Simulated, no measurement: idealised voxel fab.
The following is a process module called voxel self aligned contacts.
Pictured: cross-section cut, 245 nm wide, on a grid of 5 nm square cells.
In this document a cross-section is written as a grid of square cells. It is given as a series of bands, listed from the top down, and a band is one or more rows of cells. For a band, the entry starts with two heights in nm, that of the top and then that of the bottom, and carries on with the band's materials in order from left to right, each alongside its width in nm; the word "edge to edge" beside a single material means it fills the band edge to edge, and "blank" means empty space. Heights are expressed relative to 0, this being the level below which the as-received wafer comprises one material exclusively. The lowest band is unbounded in the downward direction and is denoted as in "z 0 and below". Width spec "30 to 40" -> top row of cells at first value, bottom row at second value, equal per-row change in between. Reading "remained the same" for a step: not a cell of the cross-section changed in it. What "Closed empty spaces" gives you is every empty space of 8 cells or more that is cut off from the top. Each appears as width x height at distance, with the distance taken from the left edge and width, height and distance all in nm. On a step's line, text after the settings is the simulator commenting on that step. overlay nm: step with mask; distance mask lay right of planned place; negative value = left of planned place.

[The following list gives the planned process steps]
1. RECEIVE (material Si)
2. CONFORMAL_DEP (material SiO2; thk nm 5)
3. DIRECTIONAL_DEP (material polySi; thk nm 20)
4. DIRECTIONAL_DEP (material SiN; thk nm 20)
5. PATTERN (tone cover; mask id GATE; material resist; width nm 35; pitch nm 70; thk nm 20; overlay nm 0)
6. DIRECTIONAL_ETCH (etch materials SiN; depth nm 20)
7. DIRECTIONAL_ETCH (etch materials polySi; depth nm 20)
8. STRIP (etch materials resist)
9. CONFORMAL_DEP (material SiN; thk nm 5)
10. DIRECTIONAL_ETCH (etch materials SiN; depth nm 5)
11. FILL_DEP (material SiO2; thk nm 10)
12. CMP (height nm 50)
13. DIRECTIONAL_DEP (material aC; thk nm 15)
14. PATTERN (tone open; mask id CONTACT; material resist; width nm 45; pitch nm 70; thk nm 35; overlay nm -15)
15. DIRECTIONAL_ETCH (etch materials aC; depth nm 15)
16. STRIP (etch materials resist)
17. DIRECTIONAL_ETCH (etch materials SiO2; depth nm 50)
18. STRIP (etch materials aC)
19. CONFORMAL_DEP (material TiN; thk nm 5)
20. FILL_DEP (material W; thk nm 5)
21. CMP (height nm 50)
22. CONFORMAL_DEP (material SiCN; thk nm 5)
Don't read the plan's overlay nm for step 14 as applying to every wafer: that's the first wafer's value, and the wafers differ in it, though they all start identical.

[Received condition of the first of several wafers, sectioned: post-step 1]
    z 0 and below  Si edge to edge
    Closed empty spaces: none

[Shown in cross-section: the first of several wafers at the end of the module, after its last step, step 22]
    z 55 to 50  SiCN edge to edge
    z 50 to 45  50 nm SiO2 / 30 nm TiN / 10 nm W / 5 nm TiN / 25 nm SiO2 / 30 nm TiN / 10 nm W / 5 nm TiN / 80 nm SiO2
    z 45 to 25  30 nm SiO2 / 45 nm SiN / 5 nm TiN / 10 nm W / 5 nm TiN / 5 nm SiO2 / 45 nm SiN / 5 nm TiN / 10 nm W / 5 nm TiN / 5 nm SiO2 / 45 nm SiN / 30 nm SiO2
    z 25 to 5  30 nm SiO2 / 5 nm SiN / 35 nm polySi / 5 nm SiN / 5 nm TiN / 10 nm W / 5 nm TiN / 5 nm SiO2 / 5 nm SiN / 35 nm polySi / 5 nm SiN / 5 nm TiN / 10 nm W / 5 nm TiN / 5 nm SiO2 / 5 nm SiN / 35 nm polySi / 5 nm SiN / 30 nm SiO2
    z 5 to 0  75 nm SiO2 / 20 nm TiN / 50 nm SiO2 / 20 nm TiN / 80 nm SiO2
    z 0 and below  Si edge to edge
    Closed empty spaces: none

[X-section, last wafer, module end]
    z 55 to 50  SiCN edge to edge
    z 50 to 45  80 nm SiO2 / 5 nm TiN / 10 nm W / 30 nm TiN / 25 nm SiO2 / 5 nm TiN / 10 nm W / 30 nm TiN / 50 nm SiO2
    z 45 to 25  30 nm SiO2 / 45 nm SiN / 5 nm SiO2 / 5 nm TiN / 10 nm W / 5 nm TiN / 45 nm SiN / 5 nm SiO2 / 5 nm TiN / 10 nm W / 5 nm TiN / 45 nm SiN / 30 nm SiO2
    z 25 to 5  30 nm SiO2 / 5 nm SiN / 35 nm polySi / 5 nm SiN / 5 nm SiO2 / 5 nm TiN / 10 nm W / 5 nm TiN / 5 nm SiN / 35 nm polySi / 5 nm SiN / 5 nm SiO2 / 5 nm TiN / 10 nm W / 5 nm TiN / 5 nm SiN / 35 nm polySi / 5 nm SiN / 30 nm SiO2
    z 5 to 0  80 nm SiO2 / 20 nm TiN / 50 nm SiO2 / 20 nm TiN / 75 nm SiO2
    z 0 and below  Si edge to edge
    Closed empty spaces: none

[Take any row and you have a wafer at the end of the module: how many cells of each material it has gained (+) or lost (-) since it was received, and then its closed voids]
overlay nm -15 | +49 SiCN | +132 SiN | +184 SiO2 | +54 TiN | +36 W | +84 polySi | Closed empty spaces: none
overlay nm -10 | +49 SiCN | +132 SiN | +166 SiO2 | +54 TiN | +54 W | +84 polySi | Closed empty spaces: none
overlay nm -5 | +49 SiCN | +132 SiN | +166 SiO2 | +54 TiN | +54 W | +84 polySi | Closed empty spaces: none
overlay nm 0 | +49 SiCN | +132 SiN | +166 SiO2 | +54 TiN | +54 W | +84 polySi | Closed empty spaces: none
overlay nm 5 | +49 SiCN | +132 SiN | +166 SiO2 | +54 TiN | +54 W | +84 polySi | Closed empty spaces: none
overlay nm 10 | +49 SiCN | +132 SiN | +166 SiO2 | +54 TiN | +54 W | +84 polySi | Closed empty spaces: none
overlay nm 15 | +49 SiCN | +132 SiN | +184 SiO2 | +54 TiN | +36 W | +84 polySi | Closed empty spaces: none
